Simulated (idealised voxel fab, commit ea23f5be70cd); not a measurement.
Process module, titled voxel wiring stack
This is section cut - it's 195 nm across, gridded in 5 nm square cells.
Each cross-section below is a grid of square cells, stated as bands in top-down order, with one or more rows of cells making up each band. Each band's line starts with the height of the band's top and of its bottom, in nm. Then come its materials from left to right, each with its width in nm. One material with "edge to edge" fills the band from edge to edge. "empty" is empty space. A quick word on heights: they are counted from 0, and under that level the wafer as it came to us is one material throughout. The lowest band is different from the rest in having no bottom; it simply continues downward, written as in "0 nm and below". When a width is written as two numbers, as in "30..40", the first number is the width in the top row of cells of the band and the second is the width in its bottom row, and the width changes by the same amount from each row to the next. When a step is marked "no alteration", none of the cells in the cross-section changed during that step. If an empty space has no open way to the top and is at least 8 cells in size, "Sealed void inventory" lists it, written width x height at distance, where distance is measured from the left edge and every value is in nm. Step line, after settings: the simulator's comment on this step. "overlay nm" answers the question of how far to the right of plan the mask lay on a step that has a mask, and when it is negative the answer is to the left.
## Set out below are the planned steps of the process
step 1: RECEIVE, material Si
step 2: CONFORMAL_DEP, material SiO2, thk nm 15
step 3: CONFORMAL_DEP, material SiN, thk nm 5
step 4: DIRECTIONAL_DEP, material lowk, thk nm 25
step 5: PATTERN, tone open, mask id METAL_1, material resist, width nm 25, pitch nm 45, thk nm 20, overlay nm 0
step 6: DIRECTIONAL_ETCH, etch materials lowk, depth nm 25
step 7: DIRECTIONAL_ETCH, etch materials SiN, depth nm 5
step 8: STRIP, etch materials resist
step 9: CONFORMAL_DEP, material TiN, thk nm 5
step 10: FILL_DEP, material Cu, thk nm 5
step 11: CMP, height nm 45
step 12: CONFORMAL_DEP, material SiCN, thk nm 5
step 13: DIRECTIONAL_DEP, material SiO2, thk nm 10
step 14: MASKED_ETCH, tone open, mask id PLUG_1, width nm 15, pitch nm 90, etch materials SiO2, depth nm 10, overlay nm 0
step 15: MASKED_ETCH, tone open, mask id PLUG_1, width nm 15, pitch nm 90, etch materials SiCN, depth nm 5, overlay nm 0
step 16: EPI, material Ru, thk nm 10
step 17: EPI, material Ru, thk nm 5
step 18: CONFORMAL_DEP, material SiN, thk nm 5
step 19: DIRECTIONAL_DEP, material lowk, thk nm 15
step 20: PATTERN, tone open, mask id METAL_2, material resist, width nm 25, pitch nm 45, thk nm 15, overlay nm 0
step 21: DIRECTIONAL_ETCH, etch materials lowk, depth nm 15
step 22: DIRECTIONAL_ETCH, etch materials SiN, depth nm 5
step 23: STRIP, etch materials resist
step 24: CONFORMAL_DEP, material TiN, thk nm 5
step 25: FILL_DEP, material Cu, thk nm 5
step 26: CMP, height nm 80
step 27: CONFORMAL_DEP, material SiCN, thk nm 5
## Received-state cross-section, reflecting completion of step 1
  0 nm and below  Si edge to edge
  Sealed void inventory: none
## Cross-section taken at module completion on the first of two wafers; processed per the plan
  85 nm to 80 nm  SiCN edge to edge
  80 nm to 65 nm  lowk (15); TiN (5); Cu (15); TiN (5); lowk (20); TiN (5); Cu (15); TiN (5); lowk (20); TiN (5); Cu (15); TiN (5); lowk (20); TiN (5); Cu (15); TiN (5); lowk (20)
  65 nm to 60 nm  SiN (15); TiN (25); SiN (20); TiN (25); SiN (20); TiN (25); SiN (20); TiN (25); SiN (20)
  60 nm to 50 nm  SiO2 (15); Ru (15); SiO2 (75); Ru (15); SiO2 (75)
  50 nm to 45 nm  SiCN (15); Ru (15); SiCN (75); Ru (15); SiCN (75)
  45 nm to 20 nm  lowk (15); TiN (5); Cu (15); TiN (5); lowk (20); TiN (5); Cu (15); TiN (5); lowk (20); TiN (5); Cu (15); TiN (5); lowk (20); TiN (5); Cu (15); TiN (5); lowk (20)
  20 nm to 15 nm  SiN (15); TiN (25); SiN (20); TiN (25); SiN (20); TiN (25); SiN (20); TiN (25); SiN (20)
  15 nm to 0 nm  SiO2 edge to edge
  0 nm and below  Si edge to edge
  Sealed void inventory: none
## Now the second wafer, cross-sectioned at the end of the module. Nothing different at the start, nothing different in the plan compared with the first, just one mistake when it was actually run
  85 nm to 80 nm  SiCN edge to edge
  80 nm to 65 nm  lowk (15); TiN (5); Cu (15); TiN (5); lowk (20); TiN (5); Cu (15); TiN (5); lowk (20); TiN (5); Cu (15); TiN (5); lowk (20); TiN (5); Cu (15); TiN (5); lowk (20)
  65 nm to 60 nm  SiN (15); TiN (25); SiN (20); TiN (25); SiN (20); TiN (25); SiN (20); TiN (25); SiN (20)
  60 nm to 50 nm  SiO2 (15); Ru (15); SiO2 (75); Ru (15); SiO2 (75)
  50 nm to 45 nm  SiCN (15); Ru (15); SiCN (75); Ru (15); SiCN (75)
  45 nm to 40 nm  TiN (20); Cu (15); TiN (30); Cu (15); TiN (30); Cu (15); TiN (30); Cu (15); TiN (25)
  40 nm to 20 nm  lowk (15); TiN (5); Cu (15); TiN (5); lowk (20); TiN (5); Cu (15); TiN (5); lowk (20); TiN (5); Cu (15); TiN (5); lowk (20); TiN (5); Cu (15); TiN (5); lowk (20)
  20 nm to 15 nm  lowk (15); TiN (25); lowk (20); TiN (25); lowk (20); TiN (25); lowk (20); TiN (25); lowk (20)
  15 nm to 0 nm  SiO2 edge to edge
  0 nm and below  Si edge to edge
  Sealed void inventory: none
Deviation from plan: yeah, step 3 of the plan got skipped, never ran
Count the cells at the end and the second wafer has more or fewer of some materials than the first: 19 fewer of SiN; 19 more of TiN
